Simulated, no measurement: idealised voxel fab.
Herein follows the process module entitled voxel self aligned vias.
265 nm wide, 5 nm square cells: that's cross-section cut.
Reading order for cross-sections: top band down to bottom band. Underlying form: a grid of square cells. Band size: one or more rows of cells.
Band: top height; bottom height; in nm. Then, left to right: material with width in nm, for each material. "throughout": a single material spanning edge to edge. "blank": empty space.
We count height from 0. Below that, the starting wafer is all one material. The lowest band never ends at the bottom but goes on down; see "0..down" for how that is written.
A width such as "30->40" changes by the same amount from each row of cells to the next, from the band's top row to its bottom row.
What does "nothing different" mean for a step? It means no cell of the cross-section changed in that step.
This entry, "Cavities, sealed", enumerates those empty regions of no fewer than 8 cells that possess no open connection to the top. Each region is reported in the form width x height at distance, the distance being taken from the left edge, with all three quantities expressed in nm.
Heads up: the bit after the settings on a step's line is the simulator's remark on that step.
For masked steps, "overlay nm" on the step line gives how far right of plan the mask actually lay; a minus sign means it lay to the left.
Here's what the planned process steps look like:
1: RECEIVE [material Si]
2: CONFORMAL_DEP [material SiO2] [thk nm 15]
3: CONFORMAL_DEP [material SiCN] [thk nm 5]
4: DIRECTIONAL_DEP [material lowk] [thk nm 25]
5: DIRECTIONAL_DEP [material aC] [thk nm 15]
6: PATTERN [tone open] [mask id LINES] [material resist] [width nm 20] [pitch nm 60] [thk nm 35] [overlay nm 0]
7: DIRECTIONAL_ETCH [etch materials aC] [depth nm 15]
8: STRIP [etch materials resist]
9: DIRECTIONAL_ETCH [etch materials lowk] [depth nm 25]
10: STRIP [etch materials aC]
11: CONFORMAL_DEP [material TiN] [thk nm 5]
12: FILL_DEP [material W] [thk nm 5]
13: CMP [height nm 45]
14: SELECTIVE_ETCH [etch materials W Ru TiN] [depth nm 10]
15: FILL_DEP [material SiN] [thk nm 10]
16: CMP [height nm 45]
17: DIRECTIONAL_DEP [material lowk] [thk nm 15]
18: DIRECTIONAL_DEP [material aC] [thk nm 15]
19: PATTERN [tone open] [mask id VIAS] [material resist] [width nm 30] [pitch nm 60] [thk nm 35] [overlay nm 0]
20: DIRECTIONAL_ETCH [etch materials aC] [depth nm 15]
21: STRIP [etch materials resist]
22: DIRECTIONAL_ETCH [etch materials lowk] [depth nm 15]
23: DIRECTIONAL_ETCH [etch materials SiN] [depth nm 10]
24: STRIP [etch materials aC]
25: CONFORMAL_DEP [material TiN] [thk nm 5]
26: FILL_DEP [material W] [thk nm 10]
27: CMP [height nm 60]
28: CONFORMAL_DEP [material SiN] [thk nm 5]
Wafer, first of two, run as planned:
The cross-section here shows the wafer as received, i.e. in its state after step 1:
* 0..down = Si throughout
* Cavities, sealed: none
The wafer in cross-section once step 2 is complete:
* 15..0 = SiO2 throughout
* Rest of section, below 0: as before.
The wafer in cross-section once step 3 is complete:
* 20..15 = SiCN throughout
* Rest of section, below 15: as before.
The wafer in cross-section once step 4 is complete:
* 45..20 = lowk throughout
* Rest of section, below 20: as before.
The wafer in cross-section once step 5 is complete:
* 60..45 = aC throughout
* Rest of section, below 45: as before.
The wafer in cross-section once step 6 is complete:
* 95..60 = resist (60), then blank (20), then resist (40), then blank (20), then resist (40), then blank (20), then resist (65)
* Rest of section, below 60: as before.
The wafer in cross-section once step 7 is complete:
* 80..60 = resist (60), then blank (20), then resist (40), then blank (20), then resist (40), then blank (20), then resist (65)
* 60..45 = aC (60), then blank (20), then aC (40), then blank (20), then aC (40), then blank (20), then aC (65)
* Rest of section, below 45: as before.
The wafer in cross-section once step 8 is complete:
* 60..45 = aC (60), then blank (20), then aC (40), then blank (20), then aC (40), then blank (20), then aC (65)
* Rest of section, below 45: as before.
The wafer in cross-section once step 9 is complete:
* 60..45 = aC (60), then blank (20), then aC (40), then blank (20), then aC (40), then blank (20), then aC (65)
* 45..20 = lowk (60), then blank (20), then lowk (40), then blank (20), then lowk (40), then blank (20), then lowk (65)
* Rest of section, below 20: as before.
The wafer in cross-section once step 10 is complete:
* 45..20 = lowk (60), then blank (20), then lowk (40), then blank (20), then lowk (40), then blank (20), then lowk (65)
* Rest of section, below 20: as before.
The wafer in cross-section once step 11 is complete:
* 50..45 = TiN (65), then blank (10), then TiN (50), then blank (10), then TiN (50), then blank (10), then TiN (70)
* 45..25 = lowk (60), then TiN (5), then blank (10), then TiN (5), then lowk (40), then TiN (5), then blank (10), then TiN (5), then lowk (40), then TiN (5), then blank (10), then TiN (5), then lowk (65)
* 25..20 = lowk (60), then TiN (20), then lowk (40), then TiN (20), then lowk (40), then TiN (20), then lowk (65)
* Rest of section, below 20: as before.
The wafer in cross-section once step 12 is complete:
* 55..50 = W throughout
* 50..45 = TiN (65), then W (10), then TiN (50), then W (10), then TiN (50), then W (10), then TiN (70)
* 45..25 = lowk (60), then TiN (5), then W (10), then TiN (5), then lowk (40), then TiN (5), then W (10), then TiN (5), then lowk (40), then TiN (5), then W (10), then TiN (5), then lowk (65)
* Rest of section, below 25: as before.
The wafer in cross-section once step 13 is complete:
* 45..25 = lowk (60), then TiN (5), then W (10), then TiN (5), then lowk (40), then TiN (5), then W (10), then TiN (5), then lowk (40), then TiN (5), then W (10), then TiN (5), then lowk (65)
* Rest of section, below 25: as before.
The wafer in cross-section once step 14 is complete:
* 45..35 = lowk (60), then blank (20), then lowk (40), then blank (20), then lowk (40), then blank (20), then lowk (65)
* Rest of section, below 35: as before.
The wafer in cross-section once step 15 is complete:
* 55..45 = SiN throughout
* 45..35 = lowk (60), then SiN (20), then lowk (40), then SiN (20), then lowk (40), then SiN (20), then lowk (65)
* Rest of section, below 35: as before.
The wafer in cross-section once step 16 is complete:
* 45..35 = lowk (60), then SiN (20), then lowk (40), then SiN (20), then lowk (40), then SiN (20), then lowk (65)
* Rest of section, below 35: as before.
The wafer in cross-section once step 17 is complete:
* 60..45 = lowk throughout
* Rest of section, below 45: as before.
The wafer in cross-section once step 18 is complete:
* 75..60 = aC throughout
* Rest of section, below 60: as before.
The wafer in cross-section once step 19 is complete:
* 110..75 = resist (55), then blank (30), then resist (30), then blank (30), then resist (30), then blank (30), then resist (60)
* Rest of section, below 75: as before.
The wafer in cross-section once step 20 is complete:
* 95..75 = resist (55), then blank (30), then resist (30), then blank (30), then resist (30), then blank (30), then resist (60)
* 75..60 = aC (55), then blank (30), then aC (30), then blank (30), then aC (30), then blank (30), then aC (60)
* Rest of section, below 60: as before.
The wafer in cross-section once step 21 is complete:
* 75..60 = aC (55), then blank (30), then aC (30), then blank (30), then aC (30), then blank (30), then aC (60)
* Rest of section, below 60: as before.
The wafer in cross-section once step 22 is complete:
* 75..60 = aC (55), then blank (30), then aC (30), then blank (30), then aC (30), then blank (30), then aC (60)
* 60..45 = lowk (55), then blank (30), then lowk (30), then blank (30), then lowk (30), then blank (30), then lowk (60)
* Rest of section, below 45: as before.
The wafer in cross-section once step 23 is complete:
* 75..60 = aC (55), then blank (30), then aC (30), then blank (30), then aC (30), then blank (30), then aC (60)
* 60..45 = lowk (55), then blank (30), then lowk (30), then blank (30), then lowk (30), then blank (30), then lowk (60)
* 45..35 = lowk (60), then blank (20), then lowk (40), then blank (20), then lowk (40), then blank (20), then lowk (65)
* Rest of section, below 35: as before.
The wafer in cross-section once step 24 is complete:
* 60..45 = lowk (55), then blank (30), then lowk (30), then blank (30), then lowk (30), then blank (30), then lowk (60)
* Rest of section, below 45: as before.
The wafer in cross-section once step 25 is complete:
* 65..60 = TiN (60), then blank (20), then TiN (40), then blank (20), then TiN (40), then blank (20), then TiN (65)
* 60..50 = lowk (55), then TiN (5), then blank (20), then TiN (5), then lowk (30), then TiN (5), then blank (20), then TiN (5), then lowk (30), then TiN (5), then blank (20), then TiN (5), then lowk (60)
* 50..40 = lowk (55->60), then TiN (10->5), then blank (10), then TiN (10->5), then lowk (30->40), then TiN (10->5), then blank (10), then TiN (10->5), then lowk (30->40), then TiN (10->5), then blank (10), then TiN (10->5), then lowk (60->65)
* 40..35 = lowk (60), then TiN (20), then lowk (40), then TiN (20), then lowk (40), then TiN (20), then lowk (65)
* Rest of section, below 35: as before.
The wafer in cross-section once step 26 is complete:
* 75..65 = W throughout
* 65..60 = TiN (60), then W (20), then TiN (40), then W (20), then TiN (40), then W (20), then TiN (65)
* 60..50 = lowk (55), then TiN (5), then W (20), then TiN (5), then lowk (30), then TiN (5), then W (20), then TiN (5), then lowk (30), then TiN (5), then W (20), then TiN (5), then lowk (60)
* 50..40 = lowk (55->60), then TiN (10->5), then W (10), then TiN (10->5), then lowk (30->40), then TiN (10->5), then W (10), then TiN (10->5), then lowk (30->40), then TiN (10->5), then W (10), then TiN (10->5), then lowk (60->65)
* Rest of section, below 40: as before.
The wafer in cross-section once step 27 is complete:
* 60..50 = lowk (55), then TiN (5), then W (20), then TiN (5), then lowk (30), then TiN (5), then W (20), then TiN (5), then lowk (30), then TiN (5), then W (20), then TiN (5), then lowk (60)
* Rest of section, below 50: as before.
The wafer in cross-section once step 28 is complete:
* 65..60 = SiN throughout
* Rest of section, below 60: as before.
Second wafer, same starting state and plan as the first, one mistake in the run, identical through step 26:
Look at the second wafer in cross-section at the time step 27 ought to have finished:
* 65..60 = TiN (60), then W (20), then TiN (40), then W (20), then TiN (40), then W (20), then TiN (65)
* Rest of section, below 60: as before.
Look at the second wafer in cross-section at the time step 28 ought to have finished:
* 70..65 = SiN throughout
* Rest of section, below 65: as before.
What was the processing mistake? off-plan run, step 27, actual operation and settings CMP [height nm 65]
Upon completion, the second wafer contains, in terms of cells, a greater or smaller amount of certain materials than the first wafer: +41 TiN, +12 W
